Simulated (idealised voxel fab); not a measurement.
Name of the process module below: voxel plated lines
Pictured: cross-section cut, 235 nm wide, on a grid of 5 nm square cells.
Cross-sections here: square-cell grids, written as top-down lists of bands, a band being one or more rows of cells. Read a band's entry like this: the first values are the height of its top and the height of its bottom in nm, and what follows is the sequence of materials from left to right, each with its width in nm. Note that "empty" is empty space, and that a single material marked "all across" reaches across the band from edge to edge. Heads up on the height convention: 0 is the point under which the incoming wafer is all one material, and the lowest band has no bottom, it just keeps going down, like "top 0, no bottom". The notation "30->40" denotes a width that varies across the rows of cells in the band, beginning at the first number in the top row, finishing at the second number in the bottom row, and changing by an identical amount from each row to the next. Where the words "nothing changed" appear for a step, the cross-section shows no cell changed by that step; every cell remained as before. Empty spaces counting at least 8 cells and having no open way to the top are listed in "closed voids". The notation width x height at distance is used for each, the distance being from the left edge and all three values in nm. Heads up: the bit after the settings on a step's line is the simulator's remark on that step. For masked steps, "overlay nm" on the step line gives how far right of plan the mask actually lay; a minus sign means it lay to the left.
## So here's the lineup of process steps we planned
1: RECEIVE,material Si
2: CONFORMAL_DEP,material Al2O3,thk nm 5
3: DIRECTIONAL_DEP,material TiN,thk nm 5
4: PATTERN,tone open,mask id LINES,material resist,width nm 15,pitch nm 55,thk nm 30,overlay nm 0
5: EPI,material Ru,thk nm 5
6: EPI,material Ru,thk nm 5
7: STRIP,etch materials resist
8: DIRECTIONAL_ETCH,etch materials TiN,depth nm 5
9: CONFORMAL_DEP,material SiN,thk nm 10
varied across the wafers: width nm of step 4. The plan shows the first wafer's value. All wafers start alike
## Cross-section of the first of several received wafers, showing its state after step 1
top 0, no bottom = Si all across
closed voids: none
## Per wafer (row), end of module: delta in cells per material since receipt, (+) for gained, (-) for lost; closed voids after that
width nm 15; +47 Al2O3; +24 Ru; +142 SiN; +12 TiN; closed voids: none
width nm 20; +47 Al2O3; +32 Ru; +142 SiN; +16 TiN; closed voids: none
width nm 25; +47 Al2O3; +40 Ru; +142 SiN; +20 TiN; closed voids: none
width nm 30; +47 Al2O3; +48 Ru; +142 SiN; +24 TiN; closed voids: none
width nm 35; +47 Al2O3; +56 Ru; +142 SiN; +28 TiN; closed voids: none
width nm 40; +47 Al2O3; +64 Ru; +133 SiN; +32 TiN; closed voids: none
